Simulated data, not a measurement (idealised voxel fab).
process module | voxel tone inversion
cross-section cut | 160 nm wide | cells 5 nm
A cross-section is a grid of square cells, given in bands from the top down. A band is one or more rows of cells.
Each band's line starts with the height of the band's top and of its bottom, in nm. Then come its materials from left to right, each with its width in nm. One material with "throughout" fills the band from edge to edge. "air" is empty space.
Height 0 is the level under which the wafer as received is all one material. The lowest band goes on downwards, as in "0 down".
A width such as "30 to 40" changes by the same amount from each row of cells to the next, from the band's top row to its bottom row.
"no change" after a step means that no cell of the cross-section changed.
closed voids: empty space of 8 cells or more with no open way to the top, each as width x height at its distance from the left edge, in nm
after a step's settings: what the simulator itself notes on the step
overlay nm, on a step with a mask: how far to the right of its planned place the mask lay; to the left if negative
plan
1 op RECEIVE | material Si
2 op CONFORMAL_DEP | material SiN | thk nm 10
3 op DIRECTIONAL_DEP | material aC | thk nm 15
4 op PATTERN | tone cover | mask id POSTS | material resist | width nm 15 | pitch nm 40 | thk nm 20 | overlay nm 0
5 op DIRECTIONAL_ETCH | etch materials aC | depth nm 15
6 op STRIP | etch materials resist
7 op FILL_DEP | material SiO2 | thk nm 5
8 op CMP | height nm 25
9 op STRIP | etch materials aC
first wafer, as planned
as received, after step 1
  0 down: Si throughout
  closed voids: none
after step 2
  10 to 0: SiN throughout
  below 0: unchanged
after step 3
  25 to 10: aC throughout
  below 10: unchanged
after step 4
  45 to 25: air 30 | resist 15 | air 25 | resist 15 | air 25 | resist 15 | air 35
  below 25: unchanged
after step 5
  30 to 25: air 30 | resist 15 | air 25 | resist 15 | air 25 | resist 15 | air 35
  25 to 10: air 30 | aC 15 | air 25 | aC 15 | air 25 | aC 15 | air 35
  below 10: unchanged
after step 6
  25 to 10: air 30 | aC 15 | air 25 | aC 15 | air 25 | aC 15 | air 35
  below 10: unchanged
after step 7
  30 to 25: SiO2 throughout
  25 to 10: SiO2 30 | aC 15 | SiO2 25 | aC 15 | SiO2 25 | aC 15 | SiO2 35
  below 10: unchanged
after step 8
  25 to 10: SiO2 30 | aC 15 | SiO2 25 | aC 15 | SiO2 25 | aC 15 | SiO2 35
  below 10: unchanged
after step 9
  25 to 10: SiO2 30 | air 15 | SiO2 25 | air 15 | SiO2 25 | air 15 | SiO2 35
  below 10: unchanged
second wafer: like start, like plan, one mistake. Through step 3 it matches the first wafer
when step 4 should have ended
  45 to 25: air 35 | resist 15 | air 25 | resist 15 | air 25 | resist 15 | air 30
  below 25: unchanged
when step 5 should have ended
  30 to 25: air 35 | resist 15 | air 25 | resist 15 | air 25 | resist 15 | air 30
  25 to 10: air 35 | aC 15 | air 25 | aC 15 | air 25 | aC 15 | air 30
  below 10: unchanged
when step 6 should have ended
  25 to 10: air 35 | aC 15 | air 25 | aC 15 | air 25 | aC 15 | air 30
  below 10: unchanged
when step 7 should have ended
  30 to 25: SiO2 throughout
  25 to 10: SiO2 35 | aC 15 | SiO2 25 | aC 15 | SiO2 25 | aC 15 | SiO2 30
  below 10: unchanged
when step 8 should have ended
  25 to 10: SiO2 35 | aC 15 | SiO2 25 | aC 15 | SiO2 25 | aC 15 | SiO2 30
  below 10: unchanged
when step 9 should have ended
  25 to 10: SiO2 35 | air 15 | SiO2 25 | air 15 | SiO2 25 | air 15 | SiO2 30
  below 10: unchanged
what went wrong: step 4 ran as: op PATTERN | tone cover | mask id POSTS | material resist | width nm 15 | pitch nm 40 | thk nm 20 | overlay nm 5
at the end the second wafer has, in cells: as many of each material as the first, in other places
